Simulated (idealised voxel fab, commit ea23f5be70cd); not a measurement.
Process module heading - voxel wiring stack
This is section cut - it's 155 nm across, gridded in 5 nm square cells.
Cross-section = grid of square cells, listed top down in bands; band = one or more rows.
Read a band's entry like this: the first values are the height of its top and the height of its bottom in nm, and what follows is the sequence of materials from left to right, each with its width in nm. Note that "air" is empty space, and that a single material marked "throughout" reaches across the band from edge to edge.
Height reference: 0 = level under which incoming wafer is all one material. Lowest band: no bottom, runs on downward, e.g. "0 nm and below".
With a width like "30->40", each row of cells in the band differs from the next by the same amount, the top row carrying the first number and the bottom row the second.
Take "left unchanged" at face value: in the step it is given for, the cross-section changed in none of its cells.
In the "Sealed void inventory" entry, you get each enclosed empty space of 8 cells or more, one with no open way to the top, written width x height at distance, distance from the left edge, in nm.
What comes after the settings on a step's line is commentary from the simulator itself on that step.
The optional step-line setting "overlay nm" applies to steps with a mask and quantifies how far to the right of its planned location the mask lay, a negative value indicating leftward placement.
This section lists the process steps that were planned:
1: RECEIVE: material Si
2: CONFORMAL_DEP: material SiO2, thk nm 10
3: DIRECTIONAL_DEP: material TiN, thk nm 5
4: DIRECTIONAL_DEP: material Ru, thk nm 25
5: PATTERN: tone cover, mask id METAL_1, material resist, width nm 30, pitch nm 45, thk nm 20, overlay nm 0
6: DIRECTIONAL_ETCH: etch materials Ru, depth nm 25
7: DIRECTIONAL_ETCH: etch materials TiN, depth nm 5
8: STRIP: etch materials resist
9: CONFORMAL_DEP: material SiN, thk nm 5
10: FILL_DEP: material SiO2, thk nm 5
11: CMP: height nm 40
12: CONFORMAL_DEP: material SiCN, thk nm 5
13: DIRECTIONAL_DEP: material SiO2, thk nm 30
14: DIRECTIONAL_DEP: material aC, thk nm 10
15: PATTERN: tone open, mask id METAL_2_HOLES, material resist, width nm 15, pitch nm 45, thk nm 25, overlay nm 0
16: DIRECTIONAL_ETCH: etch materials aC, depth nm 10
17: STRIP: etch materials resist
18: DIRECTIONAL_ETCH: etch materials SiO2, depth nm 30
19: STRIP: etch materials aC
20: DIRECTIONAL_DEP: material aC, thk nm 15
21: PATTERN: tone open, mask id METAL_2, material resist, width nm 30, pitch nm 45, thk nm 35, overlay nm 0
22: DIRECTIONAL_ETCH: etch materials aC, depth nm 15
23: STRIP: etch materials resist
24: DIRECTIONAL_ETCH: etch materials SiO2, depth nm 15
25: DIRECTIONAL_ETCH: etch materials SiCN, depth nm 5
26: STRIP: etch materials aC
27: CONFORMAL_DEP: material TiN, thk nm 5
28: FILL_DEP: material Cu, thk nm 5
29: CMP: height nm 75
30: CONFORMAL_DEP: material SiCN, thk nm 5
31: DIRECTIONAL_DEP: material lowk, thk nm 10
32: DIRECTIONAL_DEP: material aC, thk nm 15
33: PATTERN: tone open, mask id PLUG_2, material resist, width nm 15, pitch nm 45, thk nm 30, overlay nm 0
34: DIRECTIONAL_ETCH: etch materials aC, depth nm 15
35: STRIP: etch materials resist
36: DIRECTIONAL_ETCH: etch materials lowk, depth nm 10
37: DIRECTIONAL_ETCH: etch materials SiCN, depth nm 5
38: STRIP: etch materials aC
39: CONFORMAL_DEP: material TiN, thk nm 5
40: FILL_DEP: material Cu, thk nm 5
41: CMP: height nm 90
42: DIRECTIONAL_DEP: material TiN, thk nm 5
43: DIRECTIONAL_DEP: material W, thk nm 20
44: DIRECTIONAL_DEP: material aC, thk nm 15
45: PATTERN: tone cover, mask id METAL_3, material resist, width nm 30, pitch nm 45, thk nm 30, overlay nm 0
46: DIRECTIONAL_ETCH: etch materials aC, depth nm 15
47: STRIP: etch materials resist
48: DIRECTIONAL_ETCH: etch materials W, depth nm 20
49: DIRECTIONAL_ETCH: etch materials TiN, depth nm 5
50: STRIP: etch materials aC
51: CONFORMAL_DEP: material SiN, thk nm 5
52: FILL_DEP: material lowk, thk nm 5
53: CMP: height nm 115
54: CONFORMAL_DEP: material SiN, thk nm 5
As-received state of the wafer in cross-section, equivalent to post-step 1:
* 0 nm and below | Si throughout
* Sealed void inventory: none
The plan above was carried out on the starting structure above with one mistake, and this cross-section shows the wafer at the end of the module:
* 120 nm to 115 nm | SiN throughout
* 115 nm to 95 nm | lowk 10 / SiN 5 / W 30 / SiN 5 / lowk 5 / SiN 5 / W 30 / SiN 5 / lowk 5 / SiN 5 / W 30 / SiN 5 / lowk 15
* 95 nm to 90 nm | SiN 15 / TiN 30 / SiN 15 / TiN 30 / SiN 15 / TiN 30 / SiN 20
* 90 nm to 80 nm | lowk 15 / TiN 5 / Cu 5 / TiN 5 / lowk 30 / TiN 5 / Cu 5 / TiN 5 / lowk 30 / TiN 5 / Cu 5 / TiN 5 / lowk 35
* 80 nm to 75 nm | SiCN 15 / TiN 15 / SiCN 30 / TiN 15 / SiCN 30 / TiN 15 / SiCN 35
* 75 nm to 45 nm | SiO2 15 / TiN 5 / Cu 20 / TiN 5 / SiO2 15 / TiN 5 / Cu 20 / TiN 5 / SiO2 15 / TiN 5 / Cu 20 / TiN 5 / SiO2 20
* 45 nm to 40 nm | SiCN 15 / TiN 30 / SiCN 15 / TiN 30 / SiCN 15 / TiN 30 / SiCN 20
* 40 nm to 15 nm | SiO2 10 / SiN 5 / Ru 30 / SiN 5 / SiO2 5 / SiN 5 / Ru 30 / SiN 5 / SiO2 5 / SiN 5 / Ru 30 / SiN 5 / SiO2 15
* 15 nm to 10 nm | SiN 15 / TiN 30 / SiN 15 / TiN 30 / SiN 15 / TiN 30 / SiN 20
* 10 nm to 0 nm | SiO2 throughout
* 0 nm and below | Si throughout
* Sealed void inventory: none
Short version of what went wrong: the plan had its step 24 run twice
